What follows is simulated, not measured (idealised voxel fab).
process module | voxel transistor to metal
cross-section cut | 300 nm wide | cells 5 nm
A cross-section is a grid of square cells, given in bands from the top down. A band is one or more rows of cells.
Each band's line starts with the height of the band's top and of its bottom, in nm. Then come its materials from left to right, each with its width in nm. One material with "throughout" fills the band from edge to edge. "air" is empty space.
Height 0 is the level under which the wafer as received is all one material. The lowest band goes on downwards, as in "0 down".
A width such as "30 to 40" changes by the same amount from each row of cells to the next, from the band's top row to its bottom row.
"no change" after a step means that no cell of the cross-section changed.
closed voids: empty space of 8 cells or more with no open way to the top, each as width x height at its distance from the left edge, in nm
after a step's settings: what the simulator itself notes on the step
overlay nm, on a step with a mask: how far to the right of its planned place the mask lay; to the left if negative
plan
1 op RECEIVE | material Si
2 op OXIDIZE | depth nm 5
3 op CONFORMAL_DEP | material SiN | thk nm 10
4 op MASKED_ETCH | tone cover | mask id ACTIVE | width nm 105 | pitch nm 130 | etch materials SiN | depth nm 10 | overlay nm 0
5 op MASKED_ETCH | tone cover | mask id ACTIVE | width nm 105 | pitch nm 130 | etch materials SiO2 | depth nm 5 | overlay nm 0
6 op MASKED_ETCH | tone cover | mask id ACTIVE | width nm 105 | pitch nm 130 | etch materials Si | depth nm 30 | overlay nm 0
7 op FILL_DEP | material SiO2 | thk nm 15
8 op CMP | height nm 10
9 op SELECTIVE_ETCH | etch materials SiO2 | depth nm 5
10 op STRIP | etch materials SiN
11 op SELECTIVE_ETCH | etch materials SiO2 | depth nm 5
12 op OXIDIZE | depth nm 5
13 op DIRECTIONAL_DEP | material polySi | thk nm 30
14 op DIRECTIONAL_DEP | material SiCN | thk nm 15
15 op MASKED_ETCH | tone cover | mask id GATE | width nm 15 | pitch nm 130 | etch materials SiCN | depth nm 25 | overlay nm 0
16 op MASKED_ETCH | tone cover | mask id GATE | width nm 15 | pitch nm 130 | etch materials polySi | depth nm 40 | overlay nm 0
17 op CONFORMAL_DEP | material SiN | thk nm 10
18 op DIRECTIONAL_ETCH | etch materials SiN | depth nm 10
19 op DIRECTIONAL_ETCH | etch materials SiO2 | depth nm 5
20 op EPI | material SiGe | thk nm 5
21 op FILL_DEP | material SiO2 | thk nm 5
22 op CMP | height nm 40
23 op DIRECTIONAL_DEP | material SiO2 | thk nm 10
24 op DIRECTIONAL_DEP | material aC | thk nm 10
25 op PATTERN | tone open | mask id CONTACT | material resist | width nm 30 | thk nm 25 | overlay nm 0
26 op DIRECTIONAL_ETCH | etch materials aC | depth nm 10
27 op STRIP | etch materials resist
28 op DIRECTIONAL_ETCH | etch materials SiO2 | depth nm 55
29 op STRIP | etch materials aC
30 op CONFORMAL_DEP | material TiN | thk nm 5
31 op FILL_DEP | material W | thk nm 5
32 op CMP | height nm 50
33 op CONFORMAL_DEP | material SiN | thk nm 5
34 op DIRECTIONAL_DEP | material lowk | thk nm 25
35 op DIRECTIONAL_DEP | material aC | thk nm 15
36 op PATTERN | tone open | mask id METAL_1 | material resist | width nm 20 | pitch nm 65 | thk nm 35 | overlay nm 0
37 op DIRECTIONAL_ETCH | etch materials aC | depth nm 15
38 op STRIP | etch materials resist
39 op DIRECTIONAL_ETCH | etch materials lowk | depth nm 25
40 op DIRECTIONAL_ETCH | etch materials SiN | depth nm 5
41 op STRIP | etch materials aC
42 op CONFORMAL_DEP | material TiN | thk nm 5
43 op FILL_DEP | material Ru | thk nm 10
44 op CMP | height nm 80
45 op EPI | material Ru | thk nm 5
46 op FILL_DEP | material SiCN | thk nm 5
first wafer, as planned
as received, after step 1
  0 down: Si throughout
  closed voids: none
after step 2
  0 to -5: SiO2 throughout
  below -5: unchanged
after step 3
  10 to 0: SiN throughout
  below 0: unchanged
after step 4
  10 to 0: air 30 | SiN 105 | air 25 | SiN 105 | air 35
  below 0: unchanged
after step 5
  10 to 0: air 30 | SiN 105 | air 25 | SiN 105 | air 35
  0 to -5: air 30 | SiO2 105 | air 25 | SiO2 105 | air 35
  below -5: unchanged
after step 6
  10 to 0: air 30 | SiN 105 | air 25 | SiN 105 | air 35
  0 to -5: air 30 | SiO2 105 | air 25 | SiO2 105 | air 35
  -5 to -35: air 30 | Si 105 | air 25 | Si 105 | air 35
  below -35: unchanged
after step 7
  25 to 10: SiO2 throughout
  10 to 0: SiO2 30 | SiN 105 | SiO2 25 | SiN 105 | SiO2 35
  0 to -5: SiO2 throughout
  -5 to -35: SiO2 30 | Si 105 | SiO2 25 | Si 105 | SiO2 35
  below -35: unchanged
after step 8
  10 to 0: SiO2 30 | SiN 105 | SiO2 25 | SiN 105 | SiO2 35
  below 0: unchanged
after step 9
  10 to 5: air 30 | SiN 105 | air 25 | SiN 105 | air 35
  below 5: unchanged
after step 10
  5 to 0: SiO2 30 | air 105 | SiO2 25 | air 105 | SiO2 35
  below 0: unchanged
after step 11
  0 to -5: SiO2 25 | air 115 | SiO2 15 | air 115 | SiO2 30
  below -5: unchanged
after step 12
  0 to -5: SiO2 25 | air 115 | SiO2 15 | air 115 | SiO2 30
  -5 to -10: SiO2 throughout
  below -10: unchanged
after step 13
  30 to 25: polySi 25 | air 115 | polySi 15 | air 115 | polySi 30
  25 to 0: polySi throughout
  0 to -5: SiO2 25 | polySi 115 | SiO2 15 | polySi 115 | SiO2 30
  below -5: unchanged
after step 14
  45 to 40: SiCN 25 | air 115 | SiCN 15 | air 115 | SiCN 30
  40 to 30: SiCN throughout
  30 to 25: polySi 25 | SiCN 115 | polySi 15 | SiCN 115 | polySi 30
  below 25: unchanged
after step 15
  40 to 30: air 75 | SiCN 15 | air 115 | SiCN 15 | air 80
  30 to 25: polySi 25 | air 50 | SiCN 15 | air 50 | polySi 15 | air 50 | SiCN 15 | air 50 | polySi 30
  below 25: unchanged
after step 16
  40 to 25: air 75 | SiCN 15 | air 115 | SiCN 15 | air 80
  25 to 0: air 75 | polySi 15 | air 115 | polySi 15 | air 80
  0 to -5: SiO2 25 | air 50 | polySi 15 | air 50 | SiO2 15 | air 50 | polySi 15 | air 50 | SiO2 30
  below -5: unchanged
after step 17
  50 to 40: air 65 | SiN 35 | air 95 | SiN 35 | air 70
  40 to 25: air 65 | SiN 10 | SiCN 15 | SiN 10 | air 95 | SiN 10 | SiCN 15 | SiN 10 | air 70
  25 to 10: air 65 | SiN 10 | polySi 15 | SiN 10 | air 95 | SiN 10 | polySi 15 | SiN 10 | air 70
  10 to 5: SiN 35 | air 30 | SiN 10 | polySi 15 | SiN 10 | air 30 | SiN 35 | air 30 | SiN 10 | polySi 15 | SiN 10 | air 30 | SiN 40
  5 to 0: SiN 75 | polySi 15 | SiN 115 | polySi 15 | SiN 80
  0 to -5: SiO2 25 | SiN 50 | polySi 15 | SiN 50 | SiO2 15 | SiN 50 | polySi 15 | SiN 50 | SiO2 30
  below -5: unchanged
after step 18
  40 to 25: air 65 | SiN 10 | SiCN 15 | SiN 10 | air 95 | SiN 10 | SiCN 15 | SiN 10 | air 70
  25 to 0: air 65 | SiN 10 | polySi 15 | SiN 10 | air 95 | SiN 10 | polySi 15 | SiN 10 | air 70
  0 to -5: SiO2 25 | SiN 10 | air 30 | SiN 10 | polySi 15 | SiN 10 | air 30 | SiN 10 | SiO2 15 | SiN 10 | air 30 | SiN 10 | polySi 15 | SiN 10 | air 30 | SiN 10 | SiO2 30
  below -5: unchanged
after step 19
  40 to 25: air 65 | SiN 10 | SiCN 15 | SiN 10 | air 95 | SiN 10 | SiCN 15 | SiN 10 | air 70
  25 to 0: air 65 | SiN 10 | polySi 15 | SiN 10 | air 95 | SiN 10 | polySi 15 | SiN 10 | air 70
  0 to -5: air 25 | SiN 10 | air 30 | SiN 10 | polySi 15 | SiN 10 | air 30 | SiN 10 | air 15 | SiN 10 | air 30 | SiN 10 | polySi 15 | SiN 10 | air 30 | SiN 10 | air 30
  -5 to -10: SiO2 35 | air 30 | SiO2 35 | air 30 | SiO2 35 | air 30 | SiO2 35 | air 30 | SiO2 40
  below -10: unchanged
after step 20
  40 to 25: air 65 | SiN 10 | SiCN 15 | SiN 10 | air 95 | SiN 10 | SiCN 15 | SiN 10 | air 70
  25 to 0: air 65 | SiN 10 | polySi 15 | SiN 10 | air 95 | SiN 10 | polySi 15 | SiN 10 | air 70
  0 to -5: air 25 | SiN 10 | air 30 | SiN 10 | polySi 15 | SiN 10 | air 30 | SiN 10 | air 15 | SiN 10 | air 30 | SiN 10 | polySi 15 | SiN 10 | air 30 | SiN 10 | air 30
  -5 to -10: SiO2 35 | SiGe 30 | SiO2 35 | SiGe 30 | SiO2 35 | SiGe 30 | SiO2 35 | SiGe 30 | SiO2 40
  below -10: unchanged
after step 21
  45 to 40: SiO2 throughout
  40 to 25: SiO2 65 | SiN 10 | SiCN 15 | SiN 10 | SiO2 95 | SiN 10 | SiCN 15 | SiN 10 | SiO2 70
  25 to 0: SiO2 65 | SiN 10 | polySi 15 | SiN 10 | SiO2 95 | SiN 10 | polySi 15 | SiN 10 | SiO2 70
  0 to -5: SiO2 25 | SiN 10 | SiO2 30 | SiN 10 | polySi 15 | SiN 10 | SiO2 30 | SiN 10 | SiO2 15 | SiN 10 | SiO2 30 | SiN 10 | polySi 15 | SiN 10 | SiO2 30 | SiN 10 | SiO2 30
  below -5: unchanged
after step 22
  40 to 25: SiO2 65 | SiN 10 | SiCN 15 | SiN 10 | SiO2 95 | SiN 10 | SiCN 15 | SiN 10 | SiO2 70
  below 25: unchanged
after step 23
  50 to 40: SiO2 throughout
  below 40: unchanged
after step 24
  60 to 50: aC throughout
  below 50: unchanged
after step 25
  85 to 60: resist 40 | air 30 | resist 25 | air 30 | resist 45 | air 30 | resist 25 | air 30 | resist 45
  below 60: unchanged
after step 26
  75 to 60: resist 40 | air 30 | resist 25 | air 30 | resist 45 | air 30 | resist 25 | air 30 | resist 45
  60 to 50: aC 40 | air 30 | aC 25 | air 30 | aC 45 | air 30 | aC 25 | air 30 | aC 45
  below 50: unchanged
after step 27
  60 to 50: aC 40 | air 30 | aC 25 | air 30 | aC 45 | air 30 | aC 25 | air 30 | aC 45
  below 50: unchanged
after step 28
  60 to 50: aC 40 | air 30 | aC 25 | air 30 | aC 45 | air 30 | aC 25 | air 30 | aC 45
  50 to 40: SiO2 40 | air 30 | SiO2 25 | air 30 | SiO2 45 | air 30 | SiO2 25 | air 30 | SiO2 45
  40 to 25: SiO2 40 | air 25 | SiN 10 | SiCN 15 | SiN 10 | air 25 | SiO2 45 | air 25 | SiN 10 | SiCN 15 | SiN 10 | air 25 | SiO2 45
  25 to 0: SiO2 40 | air 25 | SiN 10 | polySi 15 | SiN 10 | air 25 | SiO2 45 | air 25 | SiN 10 | polySi 15 | SiN 10 | air 25 | SiO2 45
  0 to -5: SiO2 25 | SiN 10 | SiO2 5 | air 25 | SiN 10 | polySi 15 | SiN 10 | air 25 | SiO2 5 | SiN 10 | SiO2 15 | SiN 10 | SiO2 5 | air 25 | SiN 10 | polySi 15 | SiN 10 | air 25 | SiO2 5 | SiN 10 | SiO2 30
  below -5: unchanged
after step 29
  50 to 40: SiO2 40 | air 30 | SiO2 25 | air 30 | SiO2 45 | air 30 | SiO2 25 | air 30 | SiO2 45
  below 40: unchanged
after step 30
  55 to 50: TiN 45 | air 20 | TiN 35 | air 20 | TiN 55 | air 20 | TiN 35 | air 20 | TiN 50
  50 to 40: SiO2 40 | TiN 5 | air 20 to 15 | TiN 5 to 10 | SiO2 25 | TiN 5 to 10 | air 20 to 15 | TiN 5 | SiO2 45 | TiN 5 | air 20 to 15 | TiN 5 to 10 | SiO2 25 | TiN 5 to 10 | air 20 to 15 | TiN 5 | SiO2 45
  40 to 25: SiO2 40 | TiN 5 | air 15 | TiN 5 | SiN 10 | SiCN 15 | SiN 10 | TiN 5 | air 15 | TiN 5 | SiO2 45 | TiN 5 | air 15 | TiN 5 | SiN 10 | SiCN 15 | SiN 10 | TiN 5 | air 15 | TiN 5 | SiO2 45
  25 to 0: SiO2 40 | TiN 5 | air 15 | TiN 5 | SiN 10 | polySi 15 | SiN 10 | TiN 5 | air 15 | TiN 5 | SiO2 45 | TiN 5 | air 15 | TiN 5 | SiN 10 | polySi 15 | SiN 10 | TiN 5 | air 15 | TiN 5 | SiO2 45
  0 to -5: SiO2 25 | SiN 10 | SiO2 5 | TiN 25 | SiN 10 | polySi 15 | SiN 10 | TiN 25 | SiO2 5 | SiN 10 | SiO2 15 | SiN 10 | SiO2 5 | TiN 25 | SiN 10 | polySi 15 | SiN 10 | TiN 25 | SiO2 5 | SiN 10 | SiO2 30
  below -5: unchanged
after step 31
  60 to 55: W throughout
  55 to 50: TiN 45 | W 20 | TiN 35 | W 20 | TiN 55 | W 20 | TiN 35 | W 20 | TiN 50
  50 to 40: SiO2 40 | TiN 5 | W 20 to 15 | TiN 5 to 10 | SiO2 25 | TiN 5 to 10 | W 20 to 15 | TiN 5 | SiO2 45 | TiN 5 | W 20 to 15 | TiN 5 to 10 | SiO2 25 | TiN 5 to 10 | W 20 to 15 | TiN 5 | SiO2 45
  40 to 25: SiO2 40 | TiN 5 | W 15 | TiN 5 | SiN 10 | SiCN 15 | SiN 10 | TiN 5 | W 15 | TiN 5 | SiO2 45 | TiN 5 | W 15 | TiN 5 | SiN 10 | SiCN 15 | SiN 10 | TiN 5 | W 15 | TiN 5 | SiO2 45
  25 to 0: SiO2 40 | TiN 5 | W 15 | TiN 5 | SiN 10 | polySi 15 | SiN 10 | TiN 5 | W 15 | TiN 5 | SiO2 45 | TiN 5 | W 15 | TiN 5 | SiN 10 | polySi 15 | SiN 10 | TiN 5 | W 15 | TiN 5 | SiO2 45
  below 0: unchanged
after step 32
  50 to 40: SiO2 40 | TiN 5 | W 20 to 15 | TiN 5 to 10 | SiO2 25 | TiN 5 to 10 | W 20 to 15 | TiN 5 | SiO2 45 | TiN 5 | W 20 to 15 | TiN 5 to 10 | SiO2 25 | TiN 5 to 10 | W 20 to 15 | TiN 5 | SiO2 45
  below 40: unchanged
after step 33
  55 to 50: SiN throughout
  below 50: unchanged
after step 34
  80 to 55: lowk throughout
  below 55: unchanged
after step 35
  95 to 80: aC throughout
  below 80: unchanged
after step 36
  130 to 95: resist 40 | air 20 | resist 45 | air 20 | resist 45 | air 20 | resist 45 | air 20 | resist 45
  below 95: unchanged
after step 37
  115 to 95: resist 40 | air 20 | resist 45 | air 20 | resist 45 | air 20 | resist 45 | air 20 | resist 45
  95 to 80: aC 40 | air 20 | aC 45 | air 20 | aC 45 | air 20 | aC 45 | air 20 | aC 45
  below 80: unchanged
after step 38
  95 to 80: aC 40 | air 20 | aC 45 | air 20 | aC 45 | air 20 | aC 45 | air 20 | aC 45
  below 80: unchanged
after step 39
  95 to 80: aC 40 | air 20 | aC 45 | air 20 | aC 45 | air 20 | aC 45 | air 20 | aC 45
  80 to 55: lowk 40 | air 20 | lowk 45 | air 20 | lowk 45 | air 20 | lowk 45 | air 20 | lowk 45
  below 55: unchanged
after step 40
  95 to 80: aC 40 | air 20 | aC 45 | air 20 | aC 45 | air 20 | aC 45 | air 20 | aC 45
  80 to 55: lowk 40 | air 20 | lowk 45 | air 20 | lowk 45 | air 20 | lowk 45 | air 20 | lowk 45
  55 to 50: SiN 40 | air 20 | SiN 45 | air 20 | SiN 45 | air 20 | SiN 45 | air 20 | SiN 45
  below 50: unchanged
after step 41
  80 to 55: lowk 40 | air 20 | lowk 45 | air 20 | lowk 45 | air 20 | lowk 45 | air 20 | lowk 45
  below 55: unchanged
after step 42
  85 to 80: TiN 45 | air 10 | TiN 55 | air 10 | TiN 55 | air 10 | TiN 55 | air 10 | TiN 50
  80 to 55: lowk 40 | TiN 5 | air 10 | TiN 5 | lowk 45 | TiN 5 | air 10 | TiN 5 | lowk 45 | TiN 5 | air 10 | TiN 5 | lowk 45 | TiN 5 | air 10 | TiN 5 | lowk 45
  55 to 50: SiN 40 | TiN 20 | SiN 45 | TiN 20 | SiN 45 | TiN 20 | SiN 45 | TiN 20 | SiN 45
  below 50: unchanged
after step 43
  95 to 85: Ru throughout
  85 to 80: TiN 45 | Ru 10 | TiN 55 | Ru 10 | TiN 55 | Ru 10 | TiN 55 | Ru 10 | TiN 50
  80 to 55: lowk 40 | TiN 5 | Ru 10 | TiN 5 | lowk 45 | TiN 5 | Ru 10 | TiN 5 | lowk 45 | TiN 5 | Ru 10 | TiN 5 | lowk 45 | TiN 5 | Ru 10 | TiN 5 | lowk 45
  below 55: unchanged
after step 44
  80 to 55: lowk 40 | TiN 5 | Ru 10 | TiN 5 | lowk 45 | TiN 5 | Ru 10 | TiN 5 | lowk 45 | TiN 5 | Ru 10 | TiN 5 | lowk 45 | TiN 5 | Ru 10 | TiN 5 | lowk 45
  below 55: unchanged
after step 45
  85 to 80: air 35 | Ru 30 | air 35 | Ru 30 | air 35 | Ru 30 | air 35 | Ru 30 | air 40
  below 80: unchanged
after step 46
  90 to 85: SiCN throughout
  85 to 80: SiCN 35 | Ru 30 | SiCN 35 | Ru 30 | SiCN 35 | Ru 30 | SiCN 35 | Ru 30 | SiCN 40
  below 80: unchanged
second wafer: like start, like plan, one mistake. Through step 24 it matches the first wafer
when step 25 should have ended
  85 to 60: resist 45 | air 20 | resist 35 | air 20 | resist 55 | air 20 | resist 35 | air 20 | resist 50
  below 60: unchanged
when step 26 should have ended
  75 to 60: resist 45 | air 20 | resist 35 | air 20 | resist 55 | air 20 | resist 35 | air 20 | resist 50
  60 to 50: aC 45 | air 20 | aC 35 | air 20 | aC 55 | air 20 | aC 35 | air 20 | aC 50
  below 50: unchanged
when step 27 should have ended
  60 to 50: aC 45 | air 20 | aC 35 | air 20 | aC 55 | air 20 | aC 35 | air 20 | aC 50
  below 50: unchanged
when step 28 should have ended
  60 to 50: aC 45 | air 20 | aC 35 | air 20 | aC 55 | air 20 | aC 35 | air 20 | aC 50
  50 to 40: SiO2 45 | air 20 | SiO2 35 | air 20 | SiO2 55 | air 20 | SiO2 35 | air 20 | SiO2 50
  40 to 25: SiO2 45 | air 20 | SiN 10 | SiCN 15 | SiN 10 | air 20 | SiO2 55 | air 20 | SiN 10 | SiCN 15 | SiN 10 | air 20 | SiO2 50
  25 to 0: SiO2 45 | air 20 | SiN 10 | polySi 15 | SiN 10 | air 20 | SiO2 55 | air 20 | SiN 10 | polySi 15 | SiN 10 | air 20 | SiO2 50
  0 to -5: SiO2 25 | SiN 10 | SiO2 10 | air 20 | SiN 10 | polySi 15 | SiN 10 | air 20 | SiO2 10 | SiN 10 | SiO2 15 | SiN 10 | SiO2 10 | air 20 | SiN 10 | polySi 15 | SiN 10 | air 20 | SiO2 10 | SiN 10 | SiO2 30
  below -5: unchanged
when step 29 should have ended
  50 to 40: SiO2 45 | air 20 | SiO2 35 | air 20 | SiO2 55 | air 20 | SiO2 35 | air 20 | SiO2 50
  below 40: unchanged
when step 30 should have ended
  55 to 50: TiN 50 | air 10 | TiN 45 | air 10 | TiN 65 | air 10 | TiN 45 | air 10 | TiN 55
  50 to 40: SiO2 45 | TiN 5 | air 10 | TiN 5 | SiO2 35 | TiN 5 | air 10 | TiN 5 | SiO2 55 | TiN 5 | air 10 | TiN 5 | SiO2 35 | TiN 5 | air 10 | TiN 5 | SiO2 50
  40 to 25: SiO2 45 | TiN 5 | air 10 | TiN 5 | SiN 10 | SiCN 15 | SiN 10 | TiN 5 | air 10 | TiN 5 | SiO2 55 | TiN 5 | air 10 | TiN 5 | SiN 10 | SiCN 15 | SiN 10 | TiN 5 | air 10 | TiN 5 | SiO2 50
  25 to 0: SiO2 45 | TiN 5 | air 10 | TiN 5 | SiN 10 | polySi 15 | SiN 10 | TiN 5 | air 10 | TiN 5 | SiO2 55 | TiN 5 | air 10 | TiN 5 | SiN 10 | polySi 15 | SiN 10 | TiN 5 | air 10 | TiN 5 | SiO2 50
  0 to -5: SiO2 25 | SiN 10 | SiO2 10 | TiN 20 | SiN 10 | polySi 15 | SiN 10 | TiN 20 | SiO2 10 | SiN 10 | SiO2 15 | SiN 10 | SiO2 10 | TiN 20 | SiN 10 | polySi 15 | SiN 10 | TiN 20 | SiO2 10 | SiN 10 | SiO2 30
  below -5: unchanged
when step 31 should have ended
  60 to 55: W throughout
  55 to 50: TiN 50 | W 10 | TiN 45 | W 10 | TiN 65 | W 10 | TiN 45 | W 10 | TiN 55
  50 to 40: SiO2 45 | TiN 5 | W 10 | TiN 5 | SiO2 35 | TiN 5 | W 10 | TiN 5 | SiO2 55 | TiN 5 | W 10 | TiN 5 | SiO2 35 | TiN 5 | W 10 | TiN 5 | SiO2 50
  40 to 25: SiO2 45 | TiN 5 | W 10 | TiN 5 | SiN 10 | SiCN 15 | SiN 10 | TiN 5 | W 10 | TiN 5 | SiO2 55 | TiN 5 | W 10 | TiN 5 | SiN 10 | SiCN 15 | SiN 10 | TiN 5 | W 10 | TiN 5 | SiO2 50
  25 to 0: SiO2 45 | TiN 5 | W 10 | TiN 5 | SiN 10 | polySi 15 | SiN 10 | TiN 5 | W 10 | TiN 5 | SiO2 55 | TiN 5 | W 10 | TiN 5 | SiN 10 | polySi 15 | SiN 10 | TiN 5 | W 10 | TiN 5 | SiO2 50
  below 0: unchanged
when step 32 should have ended
  50 to 40: SiO2 45 | TiN 5 | W 10 | TiN 5 | SiO2 35 | TiN 5 | W 10 | TiN 5 | SiO2 55 | TiN 5 | W 10 | TiN 5 | SiO2 35 | TiN 5 | W 10 | TiN 5 | SiO2 50
  below 40: unchanged
when step 33 should have ended
  55 to 50: SiN throughout
  below 50: unchanged
when step 34 should have ended
  80 to 55: lowk throughout
  below 55: unchanged
when step 35 should have ended
  95 to 80: aC throughout
  below 80: unchanged
when step 36 should have ended
  130 to 95: resist 40 | air 20 | resist 45 | air 20 | resist 45 | air 20 | resist 45 | air 20 | resist 45
  below 95: unchanged
when step 37 should have ended
  115 to 95: resist 40 | air 20 | resist 45 | air 20 | resist 45 | air 20 | resist 45 | air 20 | resist 45
  95 to 80: aC 40 | air 20 | aC 45 | air 20 | aC 45 | air 20 | aC 45 | air 20 | aC 45
  below 80: unchanged
when step 38 should have ended
  95 to 80: aC 40 | air 20 | aC 45 | air 20 | aC 45 | air 20 | aC 45 | air 20 | aC 45
  below 80: unchanged
when step 39 should have ended
  95 to 80: aC 40 | air 20 | aC 45 | air 20 | aC 45 | air 20 | aC 45 | air 20 | aC 45
  80 to 55: lowk 40 | air 20 | lowk 45 | air 20 | lowk 45 | air 20 | lowk 45 | air 20 | lowk 45
  below 55: unchanged
when step 40 should have ended
  95 to 80: aC 40 | air 20 | aC 45 | air 20 | aC 45 | air 20 | aC 45 | air 20 | aC 45
  80 to 55: lowk 40 | air 20 | lowk 45 | air 20 | lowk 45 | air 20 | lowk 45 | air 20 | lowk 45
  55 to 50: SiN 40 | air 20 | SiN 45 | air 20 | SiN 45 | air 20 | SiN 45 | air 20 | SiN 45
  below 50: unchanged
when step 41 should have ended
  80 to 55: lowk 40 | air 20 | lowk 45 | air 20 | lowk 45 | air 20 | lowk 45 | air 20 | lowk 45
  below 55: unchanged
when step 42 should have ended
  85 to 80: TiN 45 | air 10 | TiN 55 | air 10 | TiN 55 | air 10 | TiN 55 | air 10 | TiN 50
  80 to 55: lowk 40 | TiN 5 | air 10 | TiN 5 | lowk 45 | TiN 5 | air 10 | TiN 5 | lowk 45 | TiN 5 | air 10 | TiN 5 | lowk 45 | TiN 5 | air 10 | TiN 5 | lowk 45
  55 to 50: SiN 40 | TiN 20 | SiN 45 | TiN 20 | SiN 45 | TiN 20 | SiN 45 | TiN 20 | SiN 45
  below 50: unchanged
when step 43 should have ended
  95 to 85: Ru throughout
  85 to 80: TiN 45 | Ru 10 | TiN 55 | Ru 10 | TiN 55 | Ru 10 | TiN 55 | Ru 10 | TiN 50
  80 to 55: lowk 40 | TiN 5 | Ru 10 | TiN 5 | lowk 45 | TiN 5 | Ru 10 | TiN 5 | lowk 45 | TiN 5 | Ru 10 | TiN 5 | lowk 45 | TiN 5 | Ru 10 | TiN 5 | lowk 45
  below 55: unchanged
when step 44 should have ended
  80 to 55: lowk 40 | TiN 5 | Ru 10 | TiN 5 | lowk 45 | TiN 5 | Ru 10 | TiN 5 | lowk 45 | TiN 5 | Ru 10 | TiN 5 | lowk 45 | TiN 5 | Ru 10 | TiN 5 | lowk 45
  below 55: unchanged
when step 45 should have ended
  85 to 80: air 35 | Ru 30 | air 35 | Ru 30 | air 35 | Ru 30 | air 35 | Ru 30 | air 40
  below 80: unchanged
when step 46 should have ended
  90 to 85: SiCN throughout
  85 to 80: SiCN 35 | Ru 30 | SiCN 35 | Ru 30 | SiCN 35 | Ru 30 | SiCN 35 | Ru 30 | SiCN 40
  below 80: unchanged
what went wrong: step 25 ran as: op PATTERN | tone open | mask id CONTACT | material resist | width nm 20 | thk nm 25 | overlay nm 0
at the end the second wafer has, in cells: 52 more of SiO2 | 8 fewer of TiN | 44 fewer of W
